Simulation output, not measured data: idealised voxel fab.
voxel gate over fins: a process module
The figure presents cross-section cut, which has a width of 175 nm and is divided into square cells with an edge length of 5 nm.
Just so we're on the same page, the cross-sections are grids of square cells, and they're listed out in bands top to bottom, each band one or more rows deep. This entry defines a band. It first specifies the height of the band's top and the height of its bottom in nm, and then specifies the band's materials from left to right, stating each material with its width in nm. The word "everywhere" identifies a single material that fills the band from edge to edge, while the word "empty" identifies empty space. For the purposes of this specification, 0 denotes the height below which the wafer in its as-received condition is composed wholly of one material, and the lowermost band, lacking a lower limit, extends downward without end, as expressed in "top 0, no bottom". Graded width ("30..40"): value in top row of band = first number; value in bottom row = second number; row-to-row change constant. A step reported as "no modification" is a step in which no cell of the cross-section changed. In "Sealed cavities" the enclosed voids are listed, meaning empty spaces of 8 cells or larger without any opening to the top. The form is width x height at distance, distance from the left edge, units nm. Read whatever lies past the settings on a step's line as the simulator's own remark about the step. A step line may carry the setting "overlay nm", which, for steps involving a mask, states the distance by which the mask lay to the right of its intended position; negative values denote displacement to the left.
**Process steps (planned)**
- 1: RECEIVE | material Si
- 2: CONFORMAL_DEP | material SiN | thk nm 10
- 3: PATTERN | tone cover | mask id FINS | material resist | width nm 15 | pitch nm 35 | thk nm 15 | overlay nm 0
- 4: DIRECTIONAL_ETCH | etch materials SiN | depth nm 10
- 5: DIRECTIONAL_ETCH | etch materials Si | depth nm 30
- 6: STRIP | etch materials resist
- 7: OXIDIZE | depth nm 5
- 8: FILL_DEP | material SiO2 | thk nm 10
- 9: CMP | height nm 10
- 10: SELECTIVE_ETCH | etch materials SiO2 | depth nm 20
- 11: STRIP | etch materials SiN
- 12: CONFORMAL_DEP | material HfO2 | thk nm 5
- 13: CONFORMAL_DEP | material TiN | thk nm 5
- 14: CONFORMAL_DEP | material TiAl | thk nm 5
- 15: CONFORMAL_DEP | material TiN | thk nm 5
- 16: FILL_DEP | material W | thk nm 15
- 17: CMP | height nm 30
- 18: CONFORMAL_DEP | material SiN | thk nm 5
**Wafer as received: cross-section following step 1**
	top 0, no bottom: Si everywhere
	Sealed cavities: none
**Cross-sectional result after module completion. Note: starting condition and plan are unchanged from above; one processing mistake was made**
	top 35, bottom 30: SiN everywhere
	top 30, bottom 20: W everywhere
	top 20, bottom 15: W 10; TiN 150; W 15
	top 15, bottom 10: W 10; TiN 5; TiAl 140; TiN 5; W 15
	top 10, bottom 5: TiN 15; TiAl 5; TiN 25; TiAl 10; TiN 25; TiAl 10; TiN 25; TiAl 10; TiN 25; TiAl 5; TiN 20
	top 5, bottom 0: TiAl 20; TiN 5; HfO2 15; TiN 5; TiAl 10; TiN 5; HfO2 15; TiN 5; TiAl 10; TiN 5; HfO2 15; TiN 5; TiAl 10; TiN 5; HfO2 15; TiN 5; TiAl 25
	top 0, bottom -5: TiN 25; HfO2 5; Si 5; HfO2 5; TiN 20; HfO2 5; Si 5; HfO2 5; TiN 20; HfO2 5; Si 5; HfO2 5; TiN 20; HfO2 5; Si 5; HfO2 5; TiN 30
	top -5, bottom -10: HfO2 30; Si 5; HfO2 30; Si 5; HfO2 30; Si 5; HfO2 30; Si 5; HfO2 35
	top -10, bottom -65: SiO2 30; Si 5; SiO2 30; Si 5; SiO2 30; Si 5; SiO2 30; Si 5; SiO2 35
	top -65, no bottom: Si everywhere
	Sealed cavities: none
Diagnosis: plan step 5 was conducted twice
